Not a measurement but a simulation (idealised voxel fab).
voxel transistor to metal: a process module
cross-section cut | 165 nm wide | cells 5 nm
Just so we're on the same page, the cross-sections are grids of square cells, and they're listed out in bands top to bottom, each band one or more rows deep. This entry defines a band. It first specifies the height of the band's top and the height of its bottom in nm, and then specifies the band's materials from left to right, stating each material with its width in nm. The word "everywhere" identifies a single material that fills the band from edge to edge, while the word "air" identifies empty space. For the purposes of this specification, 0 denotes the height below which the wafer in its as-received condition is composed wholly of one material, and the lowermost band, lacking a lower limit, extends downward without end, as expressed in "0 -> down". Read "30->40" as a graded width: first number on top, second number at the bottom, same change between each pair of neighbouring rows. When a step is marked "left unchanged", none of the cells in the cross-section changed during that step. Under "Voids, enclosed" you'll find the enclosed gaps, the ones with no way out to the top, that are 8 cells or bigger; each reads width x height at distance, with distance counted from the left edge, everything in nm. Past the settings on a step's line: simulator remark, on that step. When a step includes a mask, the "overlay nm" setting on its line states how far to the right of its planned place that mask lay, and negative values state how far to the left.
Process steps (planned):
- 1: RECEIVE,material Si
- 2: OXIDIZE,depth nm 5
- 3: CONFORMAL_DEP,material SiN,thk nm 5
- 4: MASKED_ETCH,tone cover,mask id ACTIVE,width nm 110,etch materials SiN,depth nm 10,overlay nm 0
- 5: MASKED_ETCH,tone cover,mask id ACTIVE,width nm 110,etch materials SiO2,depth nm 5,overlay nm 0
- 6: MASKED_ETCH,tone cover,mask id ACTIVE,width nm 110,etch materials Si,depth nm 25,overlay nm 0
- 7: OXIDIZE,depth nm 5
- 8: FILL_DEP,material SiO2,thk nm 15
- 9: CMP,height nm 10
- 10: SELECTIVE_ETCH,etch materials SiO2,depth nm 5
- 11: STRIP,etch materials SiN
- 12: SELECTIVE_ETCH,etch materials SiO2,depth nm 5
- 13: OXIDIZE,depth nm 5
- 14: DIRECTIONAL_DEP,material polySi,thk nm 30
- 15: DIRECTIONAL_DEP,material SiCN,thk nm 15
- 16: PATTERN,tone cover,mask id GATE,material resist,width nm 30,thk nm 15,overlay nm 0
- 17: DIRECTIONAL_ETCH,etch materials SiCN,depth nm 25
- 18: DIRECTIONAL_ETCH,etch materials polySi,depth nm 40
- 19: STRIP,etch materials resist
- 20: CONFORMAL_DEP,material SiO2,thk nm 5
- 21: DIRECTIONAL_ETCH,etch materials SiO2,depth nm 5
- 22: CONFORMAL_DEP,material SiN,thk nm 10
- 23: DIRECTIONAL_ETCH,etch materials SiN,depth nm 10
- 24: DIRECTIONAL_ETCH,etch materials SiO2,depth nm 5
- 25: DIRECTIONAL_ETCH,etch materials Si,depth nm 5
- 26: EPI,material pSi,thk nm 10
- 27: FILL_DEP,material SiO2,thk nm 10
- 28: CMP,height nm 25
- 29: STRIP,etch materials polySi
- 30: SELECTIVE_ETCH,etch materials SiO2,depth nm 5
- 31: CONFORMAL_DEP,material HfO2,thk nm 5
- 32: CONFORMAL_DEP,material TiN,thk nm 5
- 33: FILL_DEP,material W,thk nm 5
- 34: CMP,height nm 20
- 35: DIRECTIONAL_DEP,material SiO2,thk nm 10
- 36: PATTERN,tone open,mask id CONTACT,material resist,width nm 15,pitch nm 75,thk nm 20,overlay nm 0
- 37: DIRECTIONAL_ETCH,etch materials SiO2,depth nm 30
- 38: STRIP,etch materials resist
- 39: CONFORMAL_DEP,material TiN,thk nm 5
- 40: FILL_DEP,material Ru,thk nm 10
- 41: CMP,height nm 30
- 42: DIRECTIONAL_DEP,material TiN,thk nm 5
- 43: DIRECTIONAL_DEP,material W,thk nm 15
- 44: PATTERN,tone cover,mask id METAL_1,material resist,width nm 15,pitch nm 75,thk nm 20,overlay nm 0
- 45: DIRECTIONAL_ETCH,etch materials W,depth nm 15
- 46: DIRECTIONAL_ETCH,etch materials TiN,depth nm 5
- 47: STRIP,etch materials resist
- 48: FILL_DEP,material lowk,thk nm 5
- 49: CMP,height nm 50
- 50: CONFORMAL_DEP,material SiCN,thk nm 5
Same starting wafers, different thk nm at step 3. Plan value belongs to the first wafer.
The as-received cross-section of the first of several wafers corresponds to the state after step 1:
- 0 -> down | Si everywhere
- Voids, enclosed: none
Cross-section, first of several wafers, end of module, after last step 50:
- 55 -> 50 | SiCN everywhere
- 50 -> 35 | lowk=35, then W=15, then lowk=60, then W=15, then lowk=40
- 35 -> 30 | lowk=35, then TiN=15, then lowk=60, then TiN=15, then lowk=40
- 30 -> 20 | SiO2=35, then TiN=5, then Ru=5, then TiN=5, then SiO2=60, then TiN=5, then Ru=5, then TiN=5, then SiO2=40
- 20 -> 5 | SiO2=35, then TiN=5, then Ru=5, then TiN=5, then SiN=10, then HfO2=5, then TiN=5, then W=20, then TiN=5, then HfO2=5, then SiN=10, then TiN=5, then Ru=5, then TiN=5, then SiO2=40
- 5 -> 0 | SiO2=35, then TiN=15, then SiN=10, then HfO2=5, then TiN=5, then W=20, then TiN=5, then HfO2=5, then SiN=10, then TiN=15, then SiO2=40
- 0 -> -5 | SiO2=25, then SiN=10, then pSi=15, then SiN=10, then HfO2=5, then TiN=30, then HfO2=5, then SiN=10, then pSi=15, then SiN=10, then SiO2=30
- -5 -> -10 | SiO2=35, then pSi=15, then SiO2=10, then HfO2=40, then SiO2=10, then pSi=15, then SiO2=40
- -10 -> -15 | SiO2=30, then Si=5, then pSi=15, then Si=60, then pSi=15, then Si=5, then SiO2=35
- -15 -> -35 | SiO2=30, then Si=100, then SiO2=35
- -35 -> down | Si everywhere
- Voids, enclosed: none
Cross-section of the final wafer among several, taken at the end of the module:
- 55 -> 50 | SiCN everywhere
- 50 -> 35 | lowk=35, then W=15, then lowk=60, then W=15, then lowk=40
- 35 -> 30 | lowk=35, then TiN=15, then lowk=60, then TiN=15, then lowk=40
- 30 -> 20 | SiO2=35, then TiN=5, then Ru=5, then TiN=5, then SiO2=60, then TiN=5, then Ru=5, then TiN=5, then SiO2=40
- 20 -> 5 | SiO2=35, then TiN=5, then Ru=5, then TiN=5, then SiN=10, then HfO2=5, then TiN=5, then W=20, then TiN=5, then HfO2=5, then SiN=10, then TiN=5, then Ru=5, then TiN=5, then SiO2=40
- 5 -> 0 | SiO2=35, then TiN=15, then SiN=10, then HfO2=5, then TiN=5, then W=20, then TiN=5, then HfO2=5, then SiN=10, then TiN=15, then SiO2=40
- 0 -> -5 | SiO2=40, then pSi=10, then SiN=10, then HfO2=5, then TiN=30, then HfO2=5, then SiN=10, then pSi=10, then SiO2=45
- -5 -> -10 | pSi=50, then SiO2=10, then HfO2=40, then SiO2=10, then pSi=55
- -10 -> -15 | pSi=50, then Si=60, then pSi=55
- -15 -> down | Si everywhere
- Voids, enclosed: none
Below is a per-wafer table. In it, each row describes the wafer at the end of the module by giving, for each material, the number of cells gained (+) or lost (-) since the wafer was received, and after that the closed voids of the wafer:
thk nm 5 | +18 HfO2 | +10 Ru | -137 Si | +33 SiCN | +24 SiN | +209 SiO2 | +46 TiN | +34 W | +108 lowk | +18 pSi | Voids, enclosed: none
thk nm 10 | +18 HfO2 | +10 Ru | -137 Si | +33 SiCN | +24 SiN | +209 SiO2 | +46 TiN | +34 W | +108 lowk | +18 pSi | Voids, enclosed: none
thk nm 15 | +18 HfO2 | +10 Ru | -87 Si | +33 SiCN | +20 SiN | +135 SiO2 | +46 TiN | +34 W | +108 lowk | +46 pSi | Voids, enclosed: none
thk nm 20 | +18 HfO2 | +10 Ru | -87 Si | +33 SiCN | +20 SiN | +135 SiO2 | +46 TiN | +34 W | +108 lowk | +46 pSi | Voids, enclosed: none
thk nm 25 | +18 HfO2 | +10 Ru | -87 Si | +33 SiCN | +20 SiN | +135 SiO2 | +46 TiN | +34 W | +108 lowk | +46 pSi | Voids, enclosed: none
